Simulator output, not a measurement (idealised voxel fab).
Herein follows the process module entitled voxel self aligned contacts.
cross-section cut | 270 nm wide | cells 5 nm
Each cross-section below is a grid of square cells, stated as bands in top-down order, with one or more rows of cells making up each band.
For a band, the entry starts with two heights in nm, that of the top and then that of the bottom, and carries on with the band's materials in order from left to right, each alongside its width in nm; the word "everywhere" beside a single material means it fills the band edge to edge, and "air" means empty space.
It should be noted that heights are counted from 0, beneath which the wafer as supplied is of one material throughout, and that the lowest band possesses no lower boundary but continues downward, as written in "top 0, no bottom".
Width: "30->40" (first number = top row, second number = bottom row, same change from row to row of cells).
When a step is marked "changes: none", none of the cells in the cross-section changed during that step.
"Trapped cavities": empty spaces of 8 cells or more with no open way to the top, each given as width x height at distance, distance from the left edge, all in nm.
What comes after the settings on a step's line is commentary from the simulator itself on that step.
If you see "overlay nm" on a step's line and that step has a mask, it's telling you how far right of where it was planned the mask ended up; a negative number means it went left instead.

STEPS PLANNED FOR THE PROCESS
1: RECEIVE | material Si
2: CONFORMAL_DEP | material SiO2 | thk nm 5
3: DIRECTIONAL_DEP | material polySi | thk nm 25
4: DIRECTIONAL_DEP | material SiN | thk nm 25
5: DIRECTIONAL_DEP | material aC | thk nm 10
6: PATTERN | tone cover | mask id GATE | material resist | width nm 30 | pitch nm 75 | thk nm 25 | overlay nm 0
7: DIRECTIONAL_ETCH | etch materials aC | depth nm 10
8: STRIP | etch materials resist
9: DIRECTIONAL_ETCH | etch materials SiN | depth nm 25
10: DIRECTIONAL_ETCH | etch materials polySi | depth nm 25
11: STRIP | etch materials aC
12: CONFORMAL_DEP | material SiN | thk nm 10
13: DIRECTIONAL_ETCH | etch materials SiN | depth nm 10
14: FILL_DEP | material SiO2 | thk nm 10
15: CMP | height nm 60
16: DIRECTIONAL_DEP | material aC | thk nm 10
17: PATTERN | tone open | mask id CONTACT | material resist | width nm 55 | thk nm 30 | overlay nm 0
18: DIRECTIONAL_ETCH | etch materials aC | depth nm 10
19: STRIP | etch materials resist
20: DIRECTIONAL_ETCH | etch materials SiO2 | depth nm 60
21: STRIP | etch materials aC
22: CONFORMAL_DEP | material TiN | thk nm 5
23: FILL_DEP | material W | thk nm 5
24: CMP | height nm 60
25: CONFORMAL_DEP | material SiCN | thk nm 5

WAFER CROSS-SECTION ON RECEIPT, I.E. AFTER STEP 1
  top 0, no bottom: Si everywhere
  Trapped cavities: none

LOOKING AT THE FIRST OF TWO WAFERS IN CROSS-SECTION AT END OF MODULE - RAN TO PLAN
  top 65, bottom 60: SiCN everywhere
  top 60, bottom 55: 105 SiO2; 20 TiN; 15 W; 20 TiN; 110 SiO2
  top 55, bottom 30: 70 SiO2; 50 SiN; 5 TiN; 15 W; 5 TiN; 50 SiN; 75 SiO2
  top 30, bottom 5: 70 SiO2; 10 SiN; 30 polySi; 10 SiN; 5 TiN; 15 W; 5 TiN; 10 SiN; 30 polySi; 10 SiN; 75 SiO2
  top 5, bottom 0: 120 SiO2; 25 TiN; 125 SiO2
  top 0, no bottom: Si everywhere
  Trapped cavities: none

NOW THE SECOND WAFER, CROSS-SECTIONED AT THE END OF THE MODULE. NOTHING DIFFERENT AT THE START, NOTHING DIFFERENT IN THE PLAN COMPARED WITH THE FIRST, JUST ONE MISTAKE WHEN IT WAS ACTUALLY RUN
  top 65, bottom 60: SiCN everywhere
  top 60, bottom 55: 105 SiO2; 20 TiN; 15 W; 20 TiN; 110 SiO2
  top 55, bottom 30: 70 SiO2; 50 SiN; 5 TiN; 15 W; 5 TiN; 50 SiN; 75 SiO2
  top 30, bottom 10: 70 SiO2; 10 SiN; 30 polySi; 10 SiN; 5 TiN; 15 W; 5 TiN; 10 SiN; 30 polySi; 10 SiN; 75 SiO2
  top 10, bottom 5: 70 SiO2; 10 SiN; 30 polySi; 10 SiN; 25 TiN; 10 SiN; 30 polySi; 10 SiN; 75 SiO2
  top 5, bottom 0: polySi everywhere
  top 0, no bottom: Si everywhere
  Trapped cavities: none
What was the processing mistake? step 2 did not use the planned setting and instead ran as CONFORMAL_DEP | material polySi | thk nm 5
At the finish, the second wafer shows more or fewer cells for some materials than the first does: 49 fewer of SiO2, 2 fewer of TiN, 3 fewer of W, 54 more of polySi
